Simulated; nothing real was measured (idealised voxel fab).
process module | voxel lift off
cross-section cut | 300 nm wide | cells 5 nm
A cross-section is a grid of square cells, given in bands from the top down. A band is one or more rows of cells.
Each band's line starts with the height of the band's top and of its bottom, in nm. Then come its materials from left to right, each with its width in nm. One material with "throughout" fills the band from edge to edge. "air" is empty space.
Height 0 is the level under which the wafer as received is all one material. The lowest band goes on downwards, as in "0 down".
A width such as "30 to 40" changes by the same amount from each row of cells to the next, from the band's top row to its bottom row.
"no change" after a step means that no cell of the cross-section changed.
closed voids: empty space of 8 cells or more with no open way to the top, each as width x height at its distance from the left edge, in nm
after a step's settings: what the simulator itself notes on the step
overlay nm, on a step with a mask: how far to the right of its planned place the mask lay; to the left if negative
plan
1 op RECEIVE | material Si
2 op CONFORMAL_DEP | material SiN | thk nm 15
3 op PATTERN | tone open | mask id LINES | material resist | width nm 30 | pitch nm 60 | thk nm 20 | overlay nm -15
4 op DIRECTIONAL_DEP | material Ru | thk nm 10
5 op STRIP | etch materials resist
6 op CONFORMAL_DEP | material SiCN | thk nm 10
varied across the wafers: overlay nm of step 3. The plan shows the first wafer's value. All wafers start alike
first wafer as received, after step 1
  0 down: Si throughout
  closed voids: none
first wafer at the end, after step 6
  35 to 25: air 50 | SiCN 50 | air 10 | SiCN 50 | air 10 | SiCN 50 | air 80
  25 to 15: SiCN 60 | Ru 30 | SiCN 30 | Ru 30 | SiCN 30 | Ru 30 | SiCN 90
  15 to 0: SiN throughout
  0 down: Si throughout
  closed voids: none
last wafer at the end
  35 to 25: air 80 | SiCN 50 | air 10 | SiCN 50 | air 10 | SiCN 50 | air 50
  25 to 15: SiCN 90 | Ru 30 | SiCN 30 | Ru 30 | SiCN 30 | Ru 30 | SiCN 60
  15 to 0: SiN throughout
  0 down: Si throughout
  closed voids: none
each wafer at the end: cells of each material gained (+) or lost (-) since it was received, then its closed voids
overlay nm -15 | +36 Ru | +144 SiCN | +180 SiN | closed voids: none
overlay nm -10 | +36 Ru | +144 SiCN | +180 SiN | closed voids: none
overlay nm -5 | +36 Ru | +144 SiCN | +180 SiN | closed voids: none
overlay nm 0 | +36 Ru | +144 SiCN | +180 SiN | closed voids: none
overlay nm 5 | +36 Ru | +144 SiCN | +180 SiN | closed voids: none
overlay nm 10 | +36 Ru | +144 SiCN | +180 SiN | closed voids: none
overlay nm 15 | +36 Ru | +144 SiCN | +180 SiN | closed voids: none
